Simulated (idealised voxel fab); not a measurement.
The following is a process module called voxel gate over fins.
The cross-section shown here is cut; it is 215 nm wide and divided into square cells measuring 5 nm on a side.
When this document writes out a cross-section, it uses a grid of square cells and lists it as bands, beginning at the top and moving down, with a band standing for one or more rows of cells.
In this notation a band is specified by the heights of its top and bottom, in that order and in nm, after which its materials appear from left to right, each paired with its width in nm. The word "edge to edge" attached to a single material means that material fills the band from edge to edge; the word "empty" stands for empty space.
Heights are expressed relative to 0, this being the level below which the as-received wafer comprises one material exclusively. The lowest band is unbounded in the downward direction and is denoted as in "0 -> down".
The notation "30 to 40" denotes a width that varies across the rows of cells in the band, beginning at the first number in the top row, finishing at the second number in the bottom row, and changing by an identical amount from each row to the next.
"stayed the same", as given for a step, is the statement that not any cell of the cross-section underwent a change during that step.
Each empty space that has no open way to the top and spans at least 8 cells appears under "Catalogued sealed voids" as width x height at distance, the distance counted from the left edge, all in nm.
It should be noted that, on the line of a given step, the content following the step's settings is a remark produced by the simulator itself with respect to that step.
overlay nm: how far to the right of its planned place the mask lay on this masked step (negative: to the left).
[So here's the lineup of process steps we planned]
1) RECEIVE (material Si)
2) CONFORMAL_DEP (material SiN; thk nm 5)
3) PATTERN (tone cover; mask id FINS; material resist; width nm 15; pitch nm 50; thk nm 20; overlay nm 0)
4) DIRECTIONAL_ETCH (etch materials SiN; depth nm 5)
5) DIRECTIONAL_ETCH (etch materials Si; depth nm 40)
6) STRIP (etch materials resist)
7) FILL_DEP (material SiO2; thk nm 5)
8) CMP (height nm 5)
9) PATTERN (tone open; mask id RAIL; material resist; width nm 15; thk nm 20; overlay nm 0)
10) DIRECTIONAL_ETCH (etch materials SiO2; depth nm 40)
11) STRIP (etch materials resist)
12) CONFORMAL_DEP (material TiN; thk nm 5)
13) FILL_DEP (material Ru; thk nm 10)
14) CMP (height nm 5)
15) SELECTIVE_ETCH (etch materials W Ru TiN; depth nm 25)
16) FILL_DEP (material SiO2; thk nm 5)
17) CMP (height nm 5)
18) SELECTIVE_ETCH (etch materials SiO2; depth nm 15)
19) STRIP (etch materials SiN)
20) CONFORMAL_DEP (material HfO2; thk nm 5)
21) CONFORMAL_DEP (material TiN; thk nm 5)
22) CONFORMAL_DEP (material TiAl; thk nm 5)
23) CONFORMAL_DEP (material TiN; thk nm 5)
24) FILL_DEP (material W; thk nm 10)
25) CMP (height nm 25)
26) CONFORMAL_DEP (material SiN; thk nm 5)
Every wafer here starts from the same state; it is the step 3 width nm that distinguishes them, and the value the plan gives belongs to the first wafer.
[First wafer of several, as received: cross-section after step 1]
0 -> down  Si edge to edge
Catalogued sealed voids: none
[Cross-section of the first of several wafers, taken after step 26, where the module ends]
30 -> 25  SiN edge to edge
25 -> 20  W edge to edge
20 -> 15  W=5; TiN=205; W=5
15 -> 10  W=5; TiN=5; TiAl=45; TiN=5; TiAl=45; TiN=5; TiAl=45; TiN=5; TiAl=45; TiN=5; W=5
10 -> 5  TiN=10; TiAl=5; TiN=35; TiAl=5; TiN=5; TiAl=5; TiN=35; TiAl=5; TiN=5; TiAl=5; TiN=35; TiAl=5; TiN=5; TiAl=5; TiN=35; TiAl=5; TiN=10
5 -> 0  TiAl=15; TiN=5; HfO2=25; TiN=5; TiAl=15; TiN=5; HfO2=25; TiN=5; TiAl=15; TiN=5; HfO2=25; TiN=5; TiAl=15; TiN=5; HfO2=25; TiN=5; TiAl=15
0 -> -5  TiN=20; HfO2=5; Si=15; HfO2=5; TiN=25; HfO2=5; Si=15; HfO2=5; TiN=25; HfO2=5; Si=15; HfO2=5; TiN=25; HfO2=5; Si=15; HfO2=5; TiN=20
-5 -> -10  HfO2=25; Si=15; HfO2=35; Si=15; HfO2=35; Si=15; HfO2=35; Si=15; HfO2=25
-10 -> -20  SiO2=25; Si=15; SiO2=35; Si=15; SiO2=35; Si=15; SiO2=35; Si=15; SiO2=25
-20 -> -30  SiO2=25; Si=15; SiO2=10; TiN=5; Ru=5; TiN=5; SiO2=10; Si=15; SiO2=35; Si=15; SiO2=35; Si=15; SiO2=25
-30 -> -35  SiO2=25; Si=15; SiO2=10; TiN=15; SiO2=10; Si=15; SiO2=35; Si=15; SiO2=35; Si=15; SiO2=25
-35 -> -40  SiO2=25; Si=15; SiO2=35; Si=15; SiO2=35; Si=15; SiO2=35; Si=15; SiO2=25
-40 -> down  Si edge to edge
Catalogued sealed voids: none
[Showing the last wafer in cross-section at the end of the module]
30 -> 25  SiN edge to edge
25 -> 20  W edge to edge
20 -> 15  TiN edge to edge
15 -> 10  TiN=5; TiAl=210
10 -> 5  TiN=5; TiAl=5; TiN=200; TiAl=5
5 -> 0  TiAl=10; TiN=5; HfO2=40; TiN=10; HfO2=40; TiN=10; HfO2=40; TiN=10; HfO2=40; TiN=5; TiAl=5
0 -> -5  TiN=15; HfO2=5; Si=30; HfO2=5; TiN=10; HfO2=5; Si=30; HfO2=5; TiN=10; HfO2=5; Si=30; HfO2=5; TiN=10; HfO2=5; Si=30; HfO2=5; TiN=10
-5 -> -10  HfO2=20; Si=30; HfO2=20; Si=30; HfO2=20; Si=30; HfO2=20; Si=30; HfO2=15
-10 -> -20  SiO2=20; Si=30; SiO2=20; Si=30; SiO2=20; Si=30; SiO2=20; Si=30; SiO2=15
-20 -> -30  SiO2=20; Si=30; TiN=5; Ru=5; TiN=5; SiO2=5; Si=30; SiO2=20; Si=30; SiO2=20; Si=30; SiO2=15
-30 -> -35  SiO2=20; Si=30; TiN=15; SiO2=5; Si=30; SiO2=20; Si=30; SiO2=20; Si=30; SiO2=15
-35 -> -40  SiO2=20; Si=30; SiO2=20; Si=30; SiO2=20; Si=30; SiO2=20; Si=30; SiO2=15
-40 -> down  Si edge to edge
Catalogued sealed voids: none
[Wafer rows, end of module: cells per material gained (+) or lost (-) since receipt; closed voids last]
width nm 15, +59 HfO2, +2 Ru, -248 Si, +43 SiN, +177 SiO2, +59 TiAl, +119 TiN, +47 W, Catalogued sealed voids: none
width nm 20, +59 HfO2, +2 Ru, -216 Si, +43 SiN, +153 SiO2, +59 TiAl, +113 TiN, +45 W, Catalogued sealed voids: none
width nm 25, +59 HfO2, +2 Ru, -184 Si, +43 SiN, +129 SiO2, +53 TiAl, +113 TiN, +43 W, Catalogued sealed voids: none
width nm 30, +59 HfO2, +2 Ru, -152 Si, +43 SiN, +105 SiO2, +47 TiAl, +111 TiN, +43 W, Catalogued sealed voids: none
